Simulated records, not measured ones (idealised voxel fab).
Process module name: voxel self aligned contacts
Displayed cross-section: cut, width of 270 nm, square cells sized 5 nm.
The cross-sections in this document take the form of a grid made of square cells. They are written out as bands, in order from top to bottom. Each band consists of one or more rows of cells. It is stipulated that each band's entry specify, in nanometres, the height of the top of the band and then that of its bottom, followed by the materials of the band in left-to-right sequence, each together with its width in nanometres. A single material marked by the word "edge to edge" is understood to fill the band from edge to edge; the word "blank" is understood to denote empty space. A quick word on heights: they are counted from 0, and under that level the wafer as it came to us is one material throughout. The lowest band is different from the rest in having no bottom; it simply continues downward, written as in "top 0, no bottom". Quick explanation for "30..40": the width changes in equal steps down the rows of cells, from the first number in the band's top row to the second number in its bottom row. "left unchanged" after a step means that no cell of the cross-section changed. Empty spaces counting at least 8 cells and having no open way to the top are listed in "Entrapped void list". The notation width x height at distance is used for each, the distance being from the left edge and all three values in nm. Text after the settings on a step's line: the simulator's own remark on that step. "overlay nm" on a masked step: distance the mask lay right of its planned place, negative for left.

Steps in the process plan
| 1 | RECEIVE: material Si |
| 2 | CONFORMAL_DEP: material SiO2, thk nm 5 |
| 3 | DIRECTIONAL_DEP: material polySi, thk nm 20 |
| 4 | DIRECTIONAL_DEP: material SiN, thk nm 20 |
| 5 | DIRECTIONAL_DEP: material aC, thk nm 15 |
| 6 | PATTERN: tone cover, mask id GATE, material resist, width nm 25, pitch nm 65, thk nm 30, overlay nm 0 |
| 7 | DIRECTIONAL_ETCH: etch materials aC, depth nm 15 |
| 8 | STRIP: etch materials resist |
| 9 | DIRECTIONAL_ETCH: etch materials SiN, depth nm 20 |
| 10 | DIRECTIONAL_ETCH: etch materials polySi, depth nm 20 |
| 11 | STRIP: etch materials aC |
| 12 | CONFORMAL_DEP: material SiN, thk nm 10 |
| 13 | DIRECTIONAL_ETCH: etch materials SiN, depth nm 10 |
| 14 | FILL_DEP: material SiO2, thk nm 15 |
| 15 | CMP: height nm 55 |
| 16 | MASKED_ETCH: tone open, mask id CONTACT, width nm 50, pitch nm 65, etch materials SiO2, depth nm 55, overlay nm 0 |
| 17 | CONFORMAL_DEP: material TiN, thk nm 5 |
| 18 | FILL_DEP: material W, thk nm 5 |
| 19 | CMP: height nm 55 |
| 20 | CONFORMAL_DEP: material SiCN, thk nm 5 |

The cross-section here shows the wafer as received, i.e. in its state after step 1
- top 0, no bottom  Si edge to edge
- Entrapped void list: none

Here's the cross-section of the first of our two wafers at the end of the module - it ran as planned
- top 60, bottom 55  SiCN edge to edge
- top 55, bottom 45  75 SiO2, then 5..20 TiN, then 40..10 W, then 5..20 TiN, then 15 SiO2, then 5..20 TiN, then 40..10 W, then 5..20 TiN, then 80 SiO2
- top 45, bottom 25  45 SiO2, then 45 SiN, then 5 TiN, then 10 W, then 5 TiN, then 45 SiN, then 5 TiN, then 10 W, then 5 TiN, then 45 SiN, then 50 SiO2
- top 25, bottom 5  45 SiO2, then 10 SiN, then 25 polySi, then 10 SiN, then 5 TiN, then 10 W, then 5 TiN, then 10 SiN, then 25 polySi, then 10 SiN, then 5 TiN, then 10 W, then 5 TiN, then 10 SiN, then 25 polySi, then 10 SiN, then 50 SiO2
- top 5, bottom 0  90 SiO2, then 20 TiN, then 45 SiO2, then 20 TiN, then 95 SiO2
- top 0, no bottom  Si edge to edge
- Entrapped void list: none

Cross-section, second wafer: same start as the first, same plan as the first, one mistake in running it; taken at the end of the module
- top 60, bottom 55  SiCN edge to edge
- top 55, bottom 45  75 SiO2, then 5..20 TiN, then 40..15 W, then 5..15 TiN, then 15 SiO2, then 5..20 TiN, then 40..15 W, then 5..15 TiN, then 80 SiO2
- top 45, bottom 25  50 SiO2, then 40 SiN, then 5 TiN, then 15 W, then 5 TiN, then 40 SiN, then 5 TiN, then 15 W, then 5 TiN, then 40 SiN, then 50 SiO2
- top 25, bottom 5  50 SiO2, then 10 SiN, then 20 polySi, then 10 SiN, then 5 TiN, then 15 W, then 5 TiN, then 10 SiN, then 20 polySi, then 10 SiN, then 5 TiN, then 15 W, then 5 TiN, then 10 SiN, then 20 polySi, then 10 SiN, then 50 SiO2
- top 5, bottom 0  90 SiO2, then 25 TiN, then 40 SiO2, then 25 TiN, then 90 SiO2
- top 0, no bottom  Si edge to edge
- Entrapped void list: none
Deviation from plan: planned and actual differ for step 6; actual: PATTERN: tone cover, mask id GATE, material resist, width nm 20, pitch nm 65, thk nm 30, overlay nm 0
Final tally in cells, some materials are higher or lower on the second wafer than on the first: SiN: 12 fewer, SiO2: 6 more, W: 18 more, polySi: 12 fewer
